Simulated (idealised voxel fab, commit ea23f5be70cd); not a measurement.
process module | voxel air gaps
cross-section cut | 205 nm wide | cells 5 nm
A cross-section is a grid of square cells, given in bands from the top down. A band is one or more rows of cells.
Each band's line starts with the height of the band's top and of its bottom, in nm. Then come its materials from left to right, each with its width in nm. One material with "throughout" fills the band from edge to edge. "air" is empty space.
Height 0 is the level under which the wafer as received is all one material. The lowest band goes on downwards, as in "0 down".
A width such as "30 to 40" changes by the same amount from each row of cells to the next, from the band's top row to its bottom row.
"no change" after a step means that no cell of the cross-section changed.
closed voids: empty space of 8 cells or more with no open way to the top, each as width x height at its distance from the left edge, in nm
after a step's settings: what the simulator itself notes on the step
overlay nm, on a step with a mask: how far to the right of its planned place the mask lay; to the left if negative
plan
1 op RECEIVE | material Si
2 op CONFORMAL_DEP | material SiO2 | thk nm 10
3 op CONFORMAL_DEP | material SiCN | thk nm 5
4 op DIRECTIONAL_DEP | material SiO2 | thk nm 30
5 op PATTERN | tone open | mask id LINES | material resist | width nm 20 | pitch nm 45 | thk nm 20 | overlay nm 0
6 op DIRECTIONAL_ETCH | etch materials SiO2 | depth nm 30
7 op STRIP | etch materials resist
8 op CONFORMAL_DEP | material TiN | thk nm 5
9 op FILL_DEP | material Cu | thk nm 10
10 op CMP | height nm 45
11 op EPI | material Ru | thk nm 10
12 op SELECTIVE_ETCH | etch materials SiO2 | depth nm 40
13 op CONFORMAL_DEP | material SiCN | thk nm 5
first wafer, as planned
as received, after step 1
  0 down: Si throughout
  closed voids: none
after step 2
  10 to 0: SiO2 throughout
  below 0: unchanged
after step 3
  15 to 10: SiCN throughout
  below 10: unchanged
after step 4
  45 to 15: SiO2 throughout
  below 15: unchanged
after step 5
  65 to 45: resist 45 | air 20 | resist 25 | air 20 | resist 25 | air 20 | resist 50
  below 45: unchanged
after step 6
  65 to 45: resist 45 | air 20 | resist 25 | air 20 | resist 25 | air 20 | resist 50
  45 to 15: SiO2 45 | air 20 | SiO2 25 | air 20 | SiO2 25 | air 20 | SiO2 50
  below 15: unchanged
after step 7
  45 to 15: SiO2 45 | air 20 | SiO2 25 | air 20 | SiO2 25 | air 20 | SiO2 50
  below 15: unchanged
after step 8
  50 to 45: TiN 50 | air 10 | TiN 35 | air 10 | TiN 35 | air 10 | TiN 55
  45 to 20: SiO2 45 | TiN 5 | air 10 | TiN 5 | SiO2 25 | TiN 5 | air 10 | TiN 5 | SiO2 25 | TiN 5 | air 10 | TiN 5 | SiO2 50
  20 to 15: SiO2 45 | TiN 20 | SiO2 25 | TiN 20 | SiO2 25 | TiN 20 | SiO2 50
  below 15: unchanged
after step 9
  60 to 50: Cu throughout
  50 to 45: TiN 50 | Cu 10 | TiN 35 | Cu 10 | TiN 35 | Cu 10 | TiN 55
  45 to 20: SiO2 45 | TiN 5 | Cu 10 | TiN 5 | SiO2 25 | TiN 5 | Cu 10 | TiN 5 | SiO2 25 | TiN 5 | Cu 10 | TiN 5 | SiO2 50
  below 20: unchanged
after step 10
  45 to 20: SiO2 45 | TiN 5 | Cu 10 | TiN 5 | SiO2 25 | TiN 5 | Cu 10 | TiN 5 | SiO2 25 | TiN 5 | Cu 10 | TiN 5 | SiO2 50
  below 20: unchanged
after step 11
  55 to 45: air 35 | Ru 40 | air 5 | Ru 40 | air 5 | Ru 40 | air 40
  below 45: unchanged
after step 12
  55 to 45: air 35 | Ru 40 | air 5 | Ru 40 | air 5 | Ru 40 | air 40
  45 to 20: air 45 | TiN 5 | Cu 10 | TiN 5 | air 25 | TiN 5 | Cu 10 | TiN 5 | air 25 | TiN 5 | Cu 10 | TiN 5 | air 50
  20 to 15: air 45 | TiN 20 | air 25 | TiN 20 | air 25 | TiN 20 | air 50
  below 15: unchanged
after step 13
  60 to 55: air 30 | SiCN 140 | air 35
  55 to 45: air 30 | SiCN 5 | Ru 40 | SiCN 5 | Ru 40 | SiCN 5 | Ru 40 | SiCN 5 | air 35
  45 to 40: air 30 | SiCN 15 | TiN 5 | Cu 10 | TiN 5 | SiCN 25 | TiN 5 | Cu 10 | TiN 5 | SiCN 25 | TiN 5 | Cu 10 | TiN 5 | SiCN 15 | air 35
  40 to 20: air 40 | SiCN 5 | TiN 5 | Cu 10 | TiN 5 | SiCN 5 | air 15 | SiCN 5 | TiN 5 | Cu 10 | TiN 5 | SiCN 5 | air 15 | SiCN 5 | TiN 5 | Cu 10 | TiN 5 | SiCN 5 | air 45
  20 to 15: SiCN 45 | TiN 20 | SiCN 25 | TiN 20 | SiCN 25 | TiN 20 | SiCN 50
  below 15: unchanged
  closed voids: 15 x 20 at 70; 15 x 20 at 115
second wafer: like start, like plan, one mistake. Through step 4 it matches the first wafer
when step 5 should have ended
  65 to 45: resist 55 | air 20 | resist 25 | air 20 | resist 25 | air 20 | resist 40
  below 45: unchanged
when step 6 should have ended
  65 to 45: resist 55 | air 20 | resist 25 | air 20 | resist 25 | air 20 | resist 40
  45 to 15: SiO2 55 | air 20 | SiO2 25 | air 20 | SiO2 25 | air 20 | SiO2 40
  below 15: unchanged
when step 7 should have ended
  45 to 15: SiO2 55 | air 20 | SiO2 25 | air 20 | SiO2 25 | air 20 | SiO2 40
  below 15: unchanged
when step 8 should have ended
  50 to 45: TiN 60 | air 10 | TiN 35 | air 10 | TiN 35 | air 10 | TiN 45
  45 to 20: SiO2 55 | TiN 5 | air 10 | TiN 5 | SiO2 25 | TiN 5 | air 10 | TiN 5 | SiO2 25 | TiN 5 | air 10 | TiN 5 | SiO2 40
  20 to 15: SiO2 55 | TiN 20 | SiO2 25 | TiN 20 | SiO2 25 | TiN 20 | SiO2 40
  below 15: unchanged
when step 9 should have ended
  60 to 50: Cu throughout
  50 to 45: TiN 60 | Cu 10 | TiN 35 | Cu 10 | TiN 35 | Cu 10 | TiN 45
  45 to 20: SiO2 55 | TiN 5 | Cu 10 | TiN 5 | SiO2 25 | TiN 5 | Cu 10 | TiN 5 | SiO2 25 | TiN 5 | Cu 10 | TiN 5 | SiO2 40
  below 20: unchanged
when step 10 should have ended
  45 to 20: SiO2 55 | TiN 5 | Cu 10 | TiN 5 | SiO2 25 | TiN 5 | Cu 10 | TiN 5 | SiO2 25 | TiN 5 | Cu 10 | TiN 5 | SiO2 40
  below 20: unchanged
when step 11 should have ended
  55 to 45: air 45 | Ru 40 | air 5 | Ru 40 | air 5 | Ru 40 | air 30
  below 45: unchanged
when step 12 should have ended
  55 to 45: air 45 | Ru 40 | air 5 | Ru 40 | air 5 | Ru 40 | air 30
  45 to 20: air 55 | TiN 5 | Cu 10 | TiN 5 | air 25 | TiN 5 | Cu 10 | TiN 5 | air 25 | TiN 5 | Cu 10 | TiN 5 | air 40
  20 to 15: air 55 | TiN 20 | air 25 | TiN 20 | air 25 | TiN 20 | air 40
  below 15: unchanged
when step 13 should have ended
  60 to 55: air 40 | SiCN 140 | air 25
  55 to 45: air 40 | SiCN 5 | Ru 40 | SiCN 5 | Ru 40 | SiCN 5 | Ru 40 | SiCN 5 | air 25
  45 to 40: air 40 | SiCN 15 | TiN 5 | Cu 10 | TiN 5 | SiCN 25 | TiN 5 | Cu 10 | TiN 5 | SiCN 25 | TiN 5 | Cu 10 | TiN 5 | SiCN 15 | air 25
  40 to 20: air 50 | SiCN 5 | TiN 5 | Cu 10 | TiN 5 | SiCN 5 | air 15 | SiCN 5 | TiN 5 | Cu 10 | TiN 5 | SiCN 5 | air 15 | SiCN 5 | TiN 5 | Cu 10 | TiN 5 | SiCN 5 | air 35
  20 to 15: SiCN 55 | TiN 20 | SiCN 25 | TiN 20 | SiCN 25 | TiN 20 | SiCN 40
  below 15: unchanged
  closed voids: 15 x 20 at 80; 15 x 20 at 125
what went wrong: step 5 ran as: op PATTERN | tone open | mask id LINES | material resist | width nm 20 | pitch nm 45 | thk nm 20 | overlay nm 10
at the end the second wafer has, in cells: as many of each material as the first, in other places
